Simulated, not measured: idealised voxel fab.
Proc. module: voxel capacitor over wiring
This is section cut - it's 225 nm across, gridded in 5 nm square cells.
Cross-section layout: square cells on a grid; listed as bands, top to bottom; a band spans one or more cell rows. The band entry comprises the height of the band's top followed by the height of its bottom, expressed in nm, and subsequently the band's materials from left to right, each stated together with its width in nm. Where a single material is marked with the word "full width", that material fills the band from edge to edge. The word "air" represents empty space. All heights in this document are referenced to 0, defined as the level beneath which the wafer, as received, consists entirely of one material. The lowest band is not bounded below; it extends indefinitely downward and is written in the form "z 0 and below". The two numbers in a width such as "30..40" mark its ends across the band: the first belongs to the top row of cells, the second to the bottom row, and from each row to the next the width moves by the same amount. Reading "nothing was modified" for a step: not a cell of the cross-section changed in it. Reported under the label "Closed void catalog" are the empty spaces having no open way to the top and comprising 8 cells or more; the notation for each is width x height at distance, in which the distance is measured from the left edge and all three values are in nm. The remark found on a step's line after its settings is issued by the simulator itself and pertains to that step. Regarding "overlay nm": on a step with a mask, it is the distance the mask lay to the right of its planned place; a negative value places it to the left.

[This section lists the process steps that were planned]
1,RECEIVE with material Si
2,CONFORMAL_DEP with material SiO2, thk nm 15
3,CONFORMAL_DEP with material SiCN, thk nm 5
4,DIRECTIONAL_DEP with material SiO2, thk nm 20
5,MASKED_ETCH with tone open, mask id METAL_1, width nm 30, pitch nm 90, etch materials SiO2, depth nm 20, overlay nm 0
6,MASKED_ETCH with tone open, mask id METAL_1, width nm 30, pitch nm 90, etch materials SiCN, depth nm 5, overlay nm 0
7,CONFORMAL_DEP with material TiN, thk nm 5
8,FILL_DEP with material Cu, thk nm 10
9,CMP with height nm 40
10,CONFORMAL_DEP with material SiCN, thk nm 5
11,DIRECTIONAL_DEP with material lowk, thk nm 15
12,DIRECTIONAL_DEP with material aC, thk nm 10
13,PATTERN with tone open, mask id PLUG_1, material resist, width nm 15, thk nm 30, overlay nm 0
14,DIRECTIONAL_ETCH with etch materials aC, depth nm 10
15,STRIP with etch materials resist
16,DIRECTIONAL_ETCH with etch materials lowk, depth nm 15
17,DIRECTIONAL_ETCH with etch materials SiCN, depth nm 5
18,STRIP with etch materials aC
19,CONFORMAL_DEP with material TiN, thk nm 5
20,FILL_DEP with material Ru, thk nm 5
21,CMP with height nm 60
22,DIRECTIONAL_DEP with material TiN, thk nm 5
23,DIRECTIONAL_DEP with material SiN, thk nm 5
24,DIRECTIONAL_DEP with material TiN, thk nm 5
25,DIRECTIONAL_DEP with material aC, thk nm 10
26,PATTERN with tone cover, mask id UPPER_PLATE, material resist, width nm 65, thk nm 25, overlay nm 0
27,DIRECTIONAL_ETCH with etch materials aC, depth nm 10
28,STRIP with etch materials resist
29,DIRECTIONAL_ETCH with etch materials TiN, depth nm 5
30,DIRECTIONAL_ETCH with etch materials SiN, depth nm 5
31,STRIP with etch materials aC
32,MASKED_ETCH with tone cover, mask id LOWER_PLATE, width nm 75, etch materials TiN, depth nm 5, overlay nm 0
33,FILL_DEP with material SiO2, thk nm 20
34,CMP with height nm 90
35,PATTERN with tone open, mask id PLUG_2, material resist, width nm 15, thk nm 20, overlay nm 0
36,DIRECTIONAL_ETCH with etch materials SiO2, depth nm 15
37,STRIP with etch materials resist
38,CONFORMAL_DEP with material TiN, thk nm 5
39,FILL_DEP with material Ru, thk nm 5
40,CMP with height nm 90
41,CONFORMAL_DEP with material SiCN, thk nm 5

[The first wafer of two, processed as planned]

[So this is the incoming wafer in cross-section - it's already been through step 1]
- z 0 and below | Si full width
- Closed void catalog: none

[Sectional view: wafer, after step 2]
- z 15 to 0 | SiO2 full width
- All layers under 0 are left as they were.

[Sectional view: wafer, after step 3]
- z 20 to 15 | SiCN full width
- All layers under 15 are left as they were.

[Sectional view: wafer, after step 4]
- z 40 to 20 | SiO2 full width
- All layers under 20 are left as they were.

[Sectional view: wafer, after step 5]
- z 40 to 20 | SiO2 50 nm / air 30 nm / SiO2 60 nm / air 30 nm / SiO2 55 nm
- All layers under 20 are left as they were.

[Sectional view: wafer, after step 6]
- z 40 to 20 | SiO2 50 nm / air 30 nm / SiO2 60 nm / air 30 nm / SiO2 55 nm
- z 20 to 15 | SiCN 50 nm / air 30 nm / SiCN 60 nm / air 30 nm / SiCN 55 nm
- All layers under 15 are left as they were.

[Sectional view: wafer, after step 7]
- z 45 to 40 | TiN 55 nm / air 20 nm / TiN 70 nm / air 20 nm / TiN 60 nm
- z 40 to 20 | SiO2 50 nm / TiN 5 nm / air 20 nm / TiN 5 nm / SiO2 60 nm / TiN 5 nm / air 20 nm / TiN 5 nm / SiO2 55 nm
- z 20 to 15 | SiCN 50 nm / TiN 30 nm / SiCN 60 nm / TiN 30 nm / SiCN 55 nm
- All layers under 15 are left as they were.

[Sectional view: wafer, after step 8]
- z 55 to 45 | Cu full width
- z 45 to 40 | TiN 55 nm / Cu 20 nm / TiN 70 nm / Cu 20 nm / TiN 60 nm
- z 40 to 20 | SiO2 50 nm / TiN 5 nm / Cu 20 nm / TiN 5 nm / SiO2 60 nm / TiN 5 nm / Cu 20 nm / TiN 5 nm / SiO2 55 nm
- All layers under 20 are left as they were.

[Sectional view: wafer, after step 9]
- z 40 to 20 | SiO2 50 nm / TiN 5 nm / Cu 20 nm / TiN 5 nm / SiO2 60 nm / TiN 5 nm / Cu 20 nm / TiN 5 nm / SiO2 55 nm
- All layers under 20 are left as they were.

[Sectional view: wafer, after step 10]
- z 45 to 40 | SiCN full width
- All layers under 40 are left as they were.

[Sectional view: wafer, after step 11]
- z 60 to 45 | lowk full width
- All layers under 45 are left as they were.

[Sectional view: wafer, after step 12]
- z 70 to 60 | aC full width
- All layers under 60 are left as they were.

[Sectional view: wafer, after step 13]
- z 100 to 70 | resist 65 nm / air 15 nm / resist 145 nm
- All layers under 70 are left as they were.

[Sectional view: wafer, after step 14]
- z 90 to 70 | resist 65 nm / air 15 nm / resist 145 nm
- z 70 to 60 | aC 65 nm / air 15 nm / aC 145 nm
- All layers under 60 are left as they were.

[Sectional view: wafer, after step 15]
- z 70 to 60 | aC 65 nm / air 15 nm / aC 145 nm
- All layers under 60 are left as they were.

[Sectional view: wafer, after step 16]
- z 70 to 60 | aC 65 nm / air 15 nm / aC 145 nm
- z 60 to 45 | lowk 65 nm / air 15 nm / lowk 145 nm
- All layers under 45 are left as they were.

[Sectional view: wafer, after step 17]
- z 70 to 60 | aC 65 nm / air 15 nm / aC 145 nm
- z 60 to 45 | lowk 65 nm / air 15 nm / lowk 145 nm
- z 45 to 40 | SiCN 65 nm / air 15 nm / SiCN 145 nm
- All layers under 40 are left as they were.

[Sectional view: wafer, after step 18]
- z 60 to 45 | lowk 65 nm / air 15 nm / lowk 145 nm
- All layers under 45 are left as they were.

[Sectional view: wafer, after step 19]
- z 65 to 60 | TiN 70 nm / air 5 nm / TiN 150 nm
- z 60 to 45 | lowk 65 nm / TiN 5 nm / air 5 nm / TiN 5 nm / lowk 145 nm
- z 45 to 40 | SiCN 65 nm / TiN 15 nm / SiCN 145 nm
- All layers under 40 are left as they were.

[Sectional view: wafer, after step 20]
- z 70 to 65 | Ru full width
- z 65 to 60 | TiN 70 nm / Ru 5 nm / TiN 150 nm
- z 60 to 45 | lowk 65 nm / TiN 5 nm / Ru 5 nm / TiN 5 nm / lowk 145 nm
- All layers under 45 are left as they were.

[Sectional view: wafer, after step 21]
- z 60 to 45 | lowk 65 nm / TiN 5 nm / Ru 5 nm / TiN 5 nm / lowk 145 nm
- All layers under 45 are left as they were.

[Sectional view: wafer, after step 22]
- z 65 to 60 | TiN full width
- All layers under 60 are left as they were.

[Sectional view: wafer, after step 23]
- z 70 to 65 | SiN full width
- All layers under 65 are left as they were.

[Sectional view: wafer, after step 24]
- z 75 to 70 | TiN full width
- All layers under 70 are left as they were.

[Sectional view: wafer, after step 25]
- z 85 to 75 | aC full width
- All layers under 75 are left as they were.

[Sectional view: wafer, after step 26]
- z 110 to 85 | air 65 nm / resist 65 nm / air 95 nm
- All layers under 85 are left as they were.

[Sectional view: wafer, after step 27]
- z 100 to 85 | air 65 nm / resist 65 nm / air 95 nm
- z 85 to 75 | air 65 nm / aC 65 nm / air 95 nm
- All layers under 75 are left as they were.

[Sectional view: wafer, after step 28]
- z 85 to 75 | air 65 nm / aC 65 nm / air 95 nm
- All layers under 75 are left as they were.

[Sectional view: wafer, after step 29]
- z 85 to 75 | air 65 nm / aC 65 nm / air 95 nm
- z 75 to 70 | air 65 nm / TiN 65 nm / air 95 nm
- All layers under 70 are left as they were.

[Sectional view: wafer, after step 30]
- z 85 to 75 | air 65 nm / aC 65 nm / air 95 nm
- z 75 to 70 | air 65 nm / TiN 65 nm / air 95 nm
- z 70 to 65 | air 65 nm / SiN 65 nm / air 95 nm
- All layers under 65 are left as they were.

[Sectional view: wafer, after step 31]
- z 75 to 70 | air 65 nm / TiN 65 nm / air 95 nm
- All layers under 70 are left as they were.

[Sectional view: wafer, after step 32]
- z 75 to 70 | air 65 nm / TiN 65 nm / air 95 nm
- z 70 to 65 | air 65 nm / SiN 65 nm / air 95 nm
- z 65 to 60 | air 60 nm / TiN 75 nm / air 90 nm
- All layers under 60 are left as they were.

[Sectional view: wafer, after step 33]
- z 95 to 75 | SiO2 full width
- z 75 to 70 | SiO2 65 nm / TiN 65 nm / SiO2 95 nm
- z 70 to 65 | SiO2 65 nm / SiN 65 nm / SiO2 95 nm
- z 65 to 60 | SiO2 60 nm / TiN 75 nm / SiO2 90 nm
- All layers under 60 are left as they were.

[Sectional view: wafer, after step 34]
- z 90 to 75 | SiO2 full width
- All layers under 75 are left as they were.

[Sectional view: wafer, after step 35]
- z 110 to 90 | resist 75 nm / air 15 nm / resist 135 nm
- All layers under 90 are left as they were.

[Sectional view: wafer, after step 36]
- z 110 to 90 | resist 75 nm / air 15 nm / resist 135 nm
- z 90 to 75 | SiO2 75 nm / air 15 nm / SiO2 135 nm
- All layers under 75 are left as they were.

[Sectional view: wafer, after step 37]
- z 90 to 75 | SiO2 75 nm / air 15 nm / SiO2 135 nm
- All layers under 75 are left as they were.

[Sectional view: wafer, after step 38]
- z 95 to 90 | TiN 80 nm / air 5 nm / TiN 140 nm
- z 90 to 80 | SiO2 75 nm / TiN 5 nm / air 5 nm / TiN 5 nm / SiO2 135 nm
- z 80 to 70 | SiO2 75..65 nm / TiN 15..65 nm / SiO2 135..95 nm
- All layers under 70 are left as they were.

[Sectional view: wafer, after step 39]
- z 100 to 95 | Ru full width
- z 95 to 90 | TiN 80 nm / Ru 5 nm / TiN 140 nm
- z 90 to 80 | SiO2 75 nm / TiN 5 nm / Ru 5 nm / TiN 5 nm / SiO2 135 nm
- All layers under 80 are left as they were.

[Sectional view: wafer, after step 40]
- z 90 to 80 | SiO2 75 nm / TiN 5 nm / Ru 5 nm / TiN 5 nm / SiO2 135 nm
- All layers under 80 are left as they were.

[Sectional view: wafer, after step 41]
- z 95 to 90 | SiCN full width
- All layers under 90 are left as they were.

[second wafer: like start, like plan, one mistake. Through step 3 it matches the first wafer]

[Cross-section of the second wafer corresponding to the planned conclusion of step 4]
- z 40 to 20 | lowk full width
- All layers under 20 are left as they were.

Cross-section of the second wafer corresponding to the planned conclusion of step 5: nothing was modified

Cross-section of the second wafer corresponding to the planned conclusion of step 6: nothing was modified

[Cross-section of the second wafer corresponding to the planned conclusion of step 7]
- z 45 to 40 | TiN full width
- All layers under 40 are left as they were.

[Cross-section of the second wafer corresponding to the planned conclusion of step 8]
- z 55 to 45 | Cu full width
- All layers under 45 are left as they were.

[Cross-section of the second wafer corresponding to the planned conclusion of step 9]
- z 40 to 20 | lowk full width
- All layers under 20 are left as they were.

[Cross-section of the second wafer corresponding to the planned conclusion of step 10]
- z 45 to 40 | SiCN full width
- All layers under 40 are left as they were.

[Cross-section of the second wafer corresponding to the planned conclusion of step 11]
- z 60 to 45 | lowk full width
- All layers under 45 are left as they were.

[Cross-section of the second wafer corresponding to the planned conclusion of step 12]
- z 70 to 60 | aC full width
- All layers under 60 are left as they were.

[Cross-section of the second wafer corresponding to the planned conclusion of step 13]
- z 100 to 70 | resist 65 nm / air 15 nm / resist 145 nm
- All layers under 70 are left as they were.

[Cross-section of the second wafer corresponding to the planned conclusion of step 14]
- z 90 to 70 | resist 65 nm / air 15 nm / resist 145 nm
- z 70 to 60 | aC 65 nm / air 15 nm / aC 145 nm
- All layers under 60 are left as they were.

[Cross-section of the second wafer corresponding to the planned conclusion of step 15]
- z 70 to 60 | aC 65 nm / air 15 nm / aC 145 nm
- All layers under 60 are left as they were.

[Cross-section of the second wafer corresponding to the planned conclusion of step 16]
- z 70 to 60 | aC 65 nm / air 15 nm / aC 145 nm
- z 60 to 45 | lowk 65 nm / air 15 nm / lowk 145 nm
- All layers under 45 are left as they were.

[Cross-section of the second wafer corresponding to the planned conclusion of step 17]
- z 70 to 60 | aC 65 nm / air 15 nm / aC 145 nm
- z 60 to 45 | lowk 65 nm / air 15 nm / lowk 145 nm
- z 45 to 40 | SiCN 65 nm / air 15 nm / SiCN 145 nm
- All layers under 40 are left as they were.

[Cross-section of the second wafer corresponding to the planned conclusion of step 18]
- z 60 to 45 | lowk 65 nm / air 15 nm / lowk 145 nm
- All layers under 45 are left as they were.

[Cross-section of the second wafer corresponding to the planned conclusion of step 19]
- z 65 to 60 | TiN 70 nm / air 5 nm / TiN 150 nm
- z 60 to 45 | lowk 65 nm / TiN 5 nm / air 5 nm / TiN 5 nm / lowk 145 nm
- z 45 to 40 | SiCN 65 nm / TiN 15 nm / SiCN 145 nm
- All layers under 40 are left as they were.

[Cross-section of the second wafer corresponding to the planned conclusion of step 20]
- z 70 to 65 | Ru full width
- z 65 to 60 | TiN 70 nm / Ru 5 nm / TiN 150 nm
- z 60 to 45 | lowk 65 nm / TiN 5 nm / Ru 5 nm / TiN 5 nm / lowk 145 nm
- All layers under 45 are left as they were.

[Cross-section of the second wafer corresponding to the planned conclusion of step 21]
- z 60 to 45 | lowk 65 nm / TiN 5 nm / Ru 5 nm / TiN 5 nm / lowk 145 nm
- All layers under 45 are left as they were.

[Cross-section of the second wafer corresponding to the planned conclusion of step 22]
- z 65 to 60 | TiN full width
- All layers under 60 are left as they were.

[Cross-section of the second wafer corresponding to the planned conclusion of step 23]
- z 70 to 65 | SiN full width
- All layers under 65 are left as they were.

[Cross-section of the second wafer corresponding to the planned conclusion of step 24]
- z 75 to 70 | TiN full width
- All layers under 70 are left as they were.

[Cross-section of the second wafer corresponding to the planned conclusion of step 25]
- z 85 to 75 | aC full width
- All layers under 75 are left as they were.

[Cross-section of the second wafer corresponding to the planned conclusion of step 26]
- z 110 to 85 | air 65 nm / resist 65 nm / air 95 nm
- All layers under 85 are left as they were.

[Cross-section of the second wafer corresponding to the planned conclusion of step 27]
- z 100 to 85 | air 65 nm / resist 65 nm / air 95 nm
- z 85 to 75 | air 65 nm / aC 65 nm / air 95 nm
- All layers under 75 are left as they were.

[Cross-section of the second wafer corresponding to the planned conclusion of step 28]
- z 85 to 75 | air 65 nm / aC 65 nm / air 95 nm
- All layers under 75 are left as they were.

[Cross-section of the second wafer corresponding to the planned conclusion of step 29]
- z 85 to 75 | air 65 nm / aC 65 nm / air 95 nm
- z 75 to 70 | air 65 nm / TiN 65 nm / air 95 nm
- All layers under 70 are left as they were.

[Cross-section of the second wafer corresponding to the planned conclusion of step 30]
- z 85 to 75 | air 65 nm / aC 65 nm / air 95 nm
- z 75 to 70 | air 65 nm / TiN 65 nm / air 95 nm
- z 70 to 65 | air 65 nm / SiN 65 nm / air 95 nm
- All layers under 65 are left as they were.

[Cross-section of the second wafer corresponding to the planned conclusion of step 31]
- z 75 to 70 | air 65 nm / TiN 65 nm / air 95 nm
- All layers under 70 are left as they were.

[Cross-section of the second wafer corresponding to the planned conclusion of step 32]
- z 75 to 70 | air 65 nm / TiN 65 nm / air 95 nm
- z 70 to 65 | air 65 nm / SiN 65 nm / air 95 nm
- z 65 to 60 | air 60 nm / TiN 75 nm / air 90 nm
- All layers under 60 are left as they were.

[Cross-section of the second wafer corresponding to the planned conclusion of step 33]
- z 95 to 75 | SiO2 full width
- z 75 to 70 | SiO2 65 nm / TiN 65 nm / SiO2 95 nm
- z 70 to 65 | SiO2 65 nm / SiN 65 nm / SiO2 95 nm
- z 65 to 60 | SiO2 60 nm / TiN 75 nm / SiO2 90 nm
- All layers under 60 are left as they were.

[Cross-section of the second wafer corresponding to the planned conclusion of step 34]
- z 90 to 75 | SiO2 full width
- All layers under 75 are left as they were.

[Cross-section of the second wafer corresponding to the planned conclusion of step 35]
- z 110 to 90 | resist 75 nm / air 15 nm / resist 135 nm
- All layers under 90 are left as they were.

[Cross-section of the second wafer corresponding to the planned conclusion of step 36]
- z 110 to 90 | resist 75 nm / air 15 nm / resist 135 nm
- z 90 to 75 | SiO2 75 nm / air 15 nm / SiO2 135 nm
- All layers under 75 are left as they were.

[Cross-section of the second wafer corresponding to the planned conclusion of step 37]
- z 90 to 75 | SiO2 75 nm / air 15 nm / SiO2 135 nm
- All layers under 75 are left as they were.

[Cross-section of the second wafer corresponding to the planned conclusion of step 38]
- z 95 to 90 | TiN 80 nm / air 5 nm / TiN 140 nm
- z 90 to 80 | SiO2 75 nm / TiN 5 nm / air 5 nm / TiN 5 nm / SiO2 135 nm
- z 80 to 70 | SiO2 75..65 nm / TiN 15..65 nm / SiO2 135..95 nm
- All layers under 70 are left as they were.

[Cross-section of the second wafer corresponding to the planned conclusion of step 39]
- z 100 to 95 | Ru full width
- z 95 to 90 | TiN 80 nm / Ru 5 nm / TiN 140 nm
- z 90 to 80 | SiO2 75 nm / TiN 5 nm / Ru 5 nm / TiN 5 nm / SiO2 135 nm
- All layers under 80 are left as they were.

[Cross-section of the second wafer corresponding to the planned conclusion of step 40]
- z 90 to 80 | SiO2 75 nm / TiN 5 nm / Ru 5 nm / TiN 5 nm / SiO2 135 nm
- All layers under 80 are left as they were.

[Cross-section of the second wafer corresponding to the planned conclusion of step 41]
- z 95 to 90 | SiCN full width
- All layers under 90 are left as they were.
So what did we get wrong on this run? the process deviated at step 4: the operation and settings actually run there were DIRECTIONAL_DEP with material lowk, thk nm 20
Bottom line after processing is that, in cells, the second wafer is up or down on some materials versus the first: 32 fewer of Cu | 12 more of SiCN | 132 fewer of SiO2 | 28 fewer of TiN | 180 more of lowk
